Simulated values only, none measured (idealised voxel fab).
process module | voxel quadruple lines
cross-section cut | 260 nm wide | cells 5 nm
A cross-section is a grid of square cells, given in bands from the top down. A band is one or more rows of cells.
Each band's line starts with the height of the band's top and of its bottom, in nm. Then come its materials from left to right, each with its width in nm. One material with "throughout" fills the band from edge to edge. "air" is empty space.
Height 0 is the level under which the wafer as received is all one material. The lowest band goes on downwards, as in "0 down".
A width such as "30 to 40" changes by the same amount from each row of cells to the next, from the band's top row to its bottom row.
"no change" after a step means that no cell of the cross-section changed.
closed voids: empty space of 8 cells or more with no open way to the top, each as width x height at its distance from the left edge, in nm
after a step's settings: what the simulator itself notes on the step
overlay nm, on a step with a mask: how far to the right of its planned place the mask lay; to the left if negative
plan
1 op RECEIVE | material Si
2 op CONFORMAL_DEP | material Al2O3 | thk nm 5
3 op DIRECTIONAL_DEP | material W | thk nm 15
4 op DIRECTIONAL_DEP | material polySi | thk nm 20
5 op DIRECTIONAL_DEP | material aC | thk nm 20
6 op PATTERN | tone cover | mask id MANDREL | material resist | width nm 20 | thk nm 30 | overlay nm 0
7 op DIRECTIONAL_ETCH | etch materials aC | depth nm 20
8 op STRIP | etch materials resist
9 op CONFORMAL_DEP | material SiO2 | thk nm 10
10 op DIRECTIONAL_ETCH | etch materials SiO2 | depth nm 10
11 op STRIP | etch materials aC
12 op DIRECTIONAL_ETCH | etch materials polySi | depth nm 20
13 op STRIP | etch materials SiO2
14 op CONFORMAL_DEP | material SiCN | thk nm 5
15 op DIRECTIONAL_ETCH | etch materials SiCN | depth nm 5
16 op STRIP | etch materials polySi
17 op DIRECTIONAL_ETCH | etch materials W | depth nm 15
18 op STRIP | etch materials SiCN
as received, after step 1
  0 down: Si throughout
  closed voids: none
first wafer at the end, as planned
  20 to 5: air 105 | W 5 | air 10 | W 5 | air 10 | W 5 | air 10 | W 5 | air 105
  5 to 0: Al2O3 throughout
  0 down: Si throughout
  closed voids: none
second wafer at the end: like start, like plan, one mistake
  15 to 0: air 105 | W 5 | air 10 | W 5 | air 10 | W 5 | air 10 | W 5 | air 105
  0 down: Si throughout
  closed voids: none
what went wrong: step 2 was left out
at the end the second wafer has, in cells: 52 fewer of Al2O3
